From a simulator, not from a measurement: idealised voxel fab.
Process module heading - voxel capacitor over wiring
Square cells of 5 nm make up the cross-section cut, whose width is 190 nm.
A cross-section is written here as square cells arranged in a grid, and it is given in bands from the top down, each band taking up one or more rows of cells.
Heights first: top, then bottom, in nm. Then materials, left to right, each with a width in nm. "throughout" on a single material: fills the band edge to edge. "blank": empty space.
Measure heights from 0. That's the level where, below it, the as-received wafer is all one material. The lowest band is bottomless and extends downward; write it as in "0 nm and below".
The notation "30..40" denotes a width that varies across the rows of cells in the band, beginning at the first number in the top row, finishing at the second number in the bottom row, and changing by an identical amount from each row to the next.
No cell of the cross-section changed in a step that is given as "no alterations made".
"Closed void inventory" specifies each empty space that is not open to the top and that occupies no fewer than 8 cells, using the form width x height at distance, the distance measured from the left edge and all three quantities in nm.
Text after the settings on a step's line: the simulator's own remark on that step.
overlay nm: mask offset rightward from planned place, masked step; negative means leftward offset.

# Here's what the planned process steps look like
step 1: RECEIVE | material Si
step 2: CONFORMAL_DEP | material SiO2 | thk nm 10
step 3: CONFORMAL_DEP | material SiN | thk nm 5
step 4: DIRECTIONAL_DEP | material SiO2 | thk nm 15
step 5: DIRECTIONAL_DEP | material aC | thk nm 10
step 6: PATTERN | tone open | mask id METAL_1 | material resist | width nm 30 | pitch nm 80 | thk nm 30 | overlay nm 0
step 7: DIRECTIONAL_ETCH | etch materials aC | depth nm 10
step 8: STRIP | etch materials resist
step 9: DIRECTIONAL_ETCH | etch materials SiO2 | depth nm 15
step 10: DIRECTIONAL_ETCH | etch materials SiN | depth nm 5
step 11: STRIP | etch materials aC
step 12: CONFORMAL_DEP | material TiN | thk nm 5
step 13: FILL_DEP | material Ru | thk nm 10
step 14: CMP | height nm 30
step 15: EPI | material Ru | thk nm 5
step 16: FILL_DEP | material SiCN | thk nm 5
step 17: DIRECTIONAL_DEP | material SiO2 | thk nm 10
step 18: MASKED_ETCH | tone open | mask id PLUG_1 | width nm 15 | etch materials SiO2 | depth nm 10 | overlay nm 0
step 19: MASKED_ETCH | tone open | mask id PLUG_1 | width nm 15 | etch materials SiCN | depth nm 5 | overlay nm 0
step 20: CONFORMAL_DEP | material TiN | thk nm 5
step 21: FILL_DEP | material Cu | thk nm 5
step 22: CMP | height nm 50
step 23: DIRECTIONAL_DEP | material TiN | thk nm 5
step 24: DIRECTIONAL_DEP | material HfO2 | thk nm 5
step 25: DIRECTIONAL_DEP | material TiN | thk nm 10
step 26: DIRECTIONAL_DEP | material aC | thk nm 15
step 27: PATTERN | tone cover | mask id UPPER_PLATE | material resist | width nm 55 | thk nm 30 | overlay nm 0
step 28: DIRECTIONAL_ETCH | etch materials aC | depth nm 15
step 29: STRIP | etch materials resist
step 30: DIRECTIONAL_ETCH | etch materials TiN | depth nm 10
step 31: DIRECTIONAL_ETCH | etch materials HfO2 | depth nm 5
step 32: STRIP | etch materials aC
step 33: PATTERN | tone cover | mask id LOWER_PLATE | material resist | width nm 65 | thk nm 15 | overlay nm 0
step 34: DIRECTIONAL_ETCH | etch materials TiN | depth nm 5
step 35: STRIP | etch materials resist
step 36: FILL_DEP | material SiO2 | thk nm 20
step 37: CMP | height nm 85
step 38: MASKED_ETCH | tone open | mask id PLUG_2 | width nm 15 | etch materials SiO2 | depth nm 15 | overlay nm 0
step 39: CONFORMAL_DEP | material TiN | thk nm 5
step 40: FILL_DEP | material W | thk nm 5
step 41: CMP | height nm 85
step 42: CONFORMAL_DEP | material SiCN | thk nm 5

# Cross-section of the wafer as it came to us, i.e., already through step 1
    0 nm and below: Si throughout
    Closed void inventory: none

# Cross-section taken at module completion on the first of two wafers; processed per the plan
    90 nm to 85 nm: SiCN throughout
    85 nm to 75 nm: SiO2 65; TiN 5; W 5; TiN 5; SiO2 110
    75 nm to 70 nm: SiO2 65; TiN 15; SiO2 110
    70 nm to 60 nm: SiO2 55; TiN 55; SiO2 80
    60 nm to 55 nm: SiO2 55; HfO2 55; SiO2 80
    55 nm to 50 nm: SiO2 50; TiN 65; SiO2 75
    50 nm to 40 nm: SiO2 55; TiN 5; Cu 5; TiN 5; SiO2 120
    40 nm to 35 nm: SiCN 55; TiN 15; SiCN 120
    35 nm to 30 nm: SiCN 35; Ru 40; SiCN 40; Ru 40; SiCN 35
    30 nm to 15 nm: SiO2 40; TiN 5; Ru 20; TiN 5; SiO2 50; TiN 5; Ru 20; TiN 5; SiO2 40
    15 nm to 10 nm: SiN 40; TiN 30; SiN 50; TiN 30; SiN 40
    10 nm to 0 nm: SiO2 throughout
    0 nm and below: Si throughout
    Closed void inventory: none

# Now the second wafer, cross-sectioned at the end of the module. Nothing different at the start, nothing different in the plan compared with the first, just one mistake when it was actually run
    90 nm to 85 nm: SiCN throughout
    85 nm to 75 nm: SiO2 65; TiN 5; W 5; TiN 5; SiO2 110
    75 nm to 70 nm: SiO2 65; TiN 15; SiO2 110
    70 nm to 65 nm: SiO2 55; HfO2 55; SiO2 80
    65 nm to 60 nm: SiO2 50; TiN 65; SiO2 75
    60 nm to 50 nm: TiN throughout
    50 nm to 40 nm: SiO2 55; TiN 5; Cu 5; TiN 5; SiO2 120
    40 nm to 35 nm: SiCN 55; TiN 15; SiCN 120
    35 nm to 30 nm: SiCN 35; Ru 40; SiCN 40; Ru 40; SiCN 35
    30 nm to 15 nm: SiO2 40; TiN 5; Ru 20; TiN 5; SiO2 50; TiN 5; Ru 20; TiN 5; SiO2 40
    15 nm to 10 nm: SiN 40; TiN 30; SiN 50; TiN 30; SiN 40
    10 nm to 0 nm: SiO2 throughout
    0 nm and below: Si throughout
    Closed void inventory: none
What was done differently from what was planned? note: step 24 <-> step 25, run order reversed vs plan
Looking at both finished wafers in cells, the second ends up ahead of or behind the first on some materials: SiO2: 54 fewer | TiN: 54 more
